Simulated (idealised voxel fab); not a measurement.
process module | voxel double patterning
cross-section cut | 155 nm wide | cells 5 nm
A cross-section is a grid of square cells, given in bands from the top down. A band is one or more rows of cells.
Each band's line starts with the height of the band's top and of its bottom, in nm. Then come its materials from left to right, each with its width in nm. One material with "throughout" fills the band from edge to edge. "air" is empty space.
Height 0 is the level under which the wafer as received is all one material. The lowest band goes on downwards, as in "0 down".
A width such as "30 to 40" changes by the same amount from each row of cells to the next, from the band's top row to its bottom row.
"no change" after a step means that no cell of the cross-section changed.
closed voids: empty space of 8 cells or more with no open way to the top, each as width x height at its distance from the left edge, in nm
after a step's settings: what the simulator itself notes on the step
overlay nm, on a step with a mask: how far to the right of its planned place the mask lay; to the left if negative
plan
1 op RECEIVE | material Si
2 op CONFORMAL_DEP | material SiO2 | thk nm 10
3 op DIRECTIONAL_DEP | material polySi | thk nm 15
4 op DIRECTIONAL_DEP | material SiCN | thk nm 10
5 op MASKED_ETCH | tone open | mask id FIRST | width nm 15 | pitch nm 50 | etch materials SiCN | depth nm 10 | overlay nm 0
6 op MASKED_ETCH | tone open | mask id SECOND | width nm 15 | pitch nm 50 | etch materials SiCN | depth nm 10 | overlay nm 0
7 op DIRECTIONAL_ETCH | etch materials polySi | depth nm 15
8 op STRIP | etch materials SiCN
varied across the wafers: width nm of step 6. The plan shows the first wafer's value. All wafers start alike
first wafer as received, after step 1
  0 down: Si throughout
  closed voids: none
first wafer at the end, after step 8
  25 to 10: polySi 20 | air 15 | polySi 10 | air 15 | polySi 10 | air 15 | polySi 10 | air 15 | polySi 10 | air 15 | polySi 20
  10 to 0: SiO2 throughout
  0 down: Si throughout
  closed voids: none
last wafer at the end
  25 to 10: polySi 20 | air 15 | polySi 5 | air 45 | polySi 5 | air 45 | polySi 20
  10 to 0: SiO2 throughout
  0 down: Si throughout
  closed voids: none
each wafer at the end: cells of each material gained (+) or lost (-) since it was received, then its closed voids
width nm 15 | +62 SiO2 | +48 polySi | closed voids: none
width nm 20 | +62 SiO2 | +42 polySi | closed voids: none
width nm 25 | +62 SiO2 | +36 polySi | closed voids: none
width nm 30 | +62 SiO2 | +30 polySi | closed voids: none
